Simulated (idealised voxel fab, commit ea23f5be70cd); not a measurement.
voxel trench capacitor: a process module
The cross-section shown here is cut; it is 245 nm wide and divided into square cells measuring 5 nm on a side.
A cross-section in this document is a grid of square cells, and it is written down as bands, the top band listed before the ones below it; a band is made up of one or more rows of cells.
For a band, the entry starts with two heights in nm, that of the top and then that of the bottom, and carries on with the band's materials in order from left to right, each alongside its width in nm; the word "everywhere" beside a single material means it fills the band edge to edge, and "blank" means empty space.
It should be noted that heights are counted from 0, beneath which the wafer as supplied is of one material throughout, and that the lowest band possesses no lower boundary but continues downward, as written in "top 0, no bottom".
A width given as "30->40" starts at the first number in the band's top row and ends at the second number in its bottom row, shifting by an equal amount at every step from row to row.
Given "nothing was modified" for a step, no cell of the cross-section differs between before and after that step.
Empty spaces counting at least 8 cells and having no open way to the top are listed in "Entrapped void list". The notation width x height at distance is used for each, the distance being from the left edge and all three values in nm.
Post-settings text on a step line: simulator's own remark regarding the step.
Steps that use a mask can have "overlay nm" on their line. It says how far the mask sat to the right of where it was meant to be. Negative means to the left.
Planned step list for the process
1. RECEIVE with material Si
2. CONFORMAL_DEP with material SiN, thk nm 5
3. PATTERN with tone open, mask id TRENCH, material resist, width nm 25, pitch nm 50, thk nm 15, overlay nm 0
4. DIRECTIONAL_ETCH with etch materials SiN, depth nm 5
5. DIRECTIONAL_ETCH with etch materials Si, depth nm 40
6. STRIP with etch materials resist
7. CONFORMAL_DEP with material Al2O3, thk nm 5
8. CONFORMAL_DEP with material TiN, thk nm 5
9. FILL_DEP with material W, thk nm 10
10. CMP with height nm 5
Cross-section of the wafer as it came to us, i.e., already through step 1
- top 0, no bottom = Si everywhere
- Entrapped void list: none
Cross-sectional view of the first of the two wafers upon completion of the module, processed in accordance with the plan
- top 5, bottom 0 = SiN: 85, Al2O3: 5, TiN: 5, W: 5, TiN: 5, Al2O3: 5, SiN: 25, Al2O3: 5, TiN: 5, W: 5, TiN: 5, Al2O3: 5, SiN: 85
- top 0, bottom -30 = Si: 85, Al2O3: 5, TiN: 5, W: 5, TiN: 5, Al2O3: 5, Si: 25, Al2O3: 5, TiN: 5, W: 5, TiN: 5, Al2O3: 5, Si: 85
- top -30, bottom -35 = Si: 85, Al2O3: 5, TiN: 15, Al2O3: 5, Si: 25, Al2O3: 5, TiN: 15, Al2O3: 5, Si: 85
- top -35, bottom -40 = Si: 85, Al2O3: 25, Si: 25, Al2O3: 25, Si: 85
- top -40, no bottom = Si everywhere
- Entrapped void list: none
Cross-section, second wafer: same start as the first, same plan as the first, one mistake in running it; taken at the end of the module
- top 5, bottom 0 = SiN: 75, Al2O3: 5, TiN: 5, W: 5, TiN: 5, Al2O3: 5, SiN: 25, Al2O3: 5, TiN: 5, W: 5, TiN: 5, Al2O3: 5, SiN: 95
- top 0, bottom -30 = Si: 75, Al2O3: 5, TiN: 5, W: 5, TiN: 5, Al2O3: 5, Si: 25, Al2O3: 5, TiN: 5, W: 5, TiN: 5, Al2O3: 5, Si: 95
- top -30, bottom -35 = Si: 75, Al2O3: 5, TiN: 15, Al2O3: 5, Si: 25, Al2O3: 5, TiN: 15, Al2O3: 5, Si: 95
- top -35, bottom -40 = Si: 75, Al2O3: 25, Si: 25, Al2O3: 25, Si: 95
- top -40, no bottom = Si everywhere
- Entrapped void list: none
Which mistake was made when the wafer was run? so step 3 ended up running with a different setting than we planned, it ran as PATTERN with tone open, mask id TRENCH, material resist, width nm 25, pitch nm 50, thk nm 15, overlay nm -10
Cell counts per material: same on both final wafers. Positions: different.
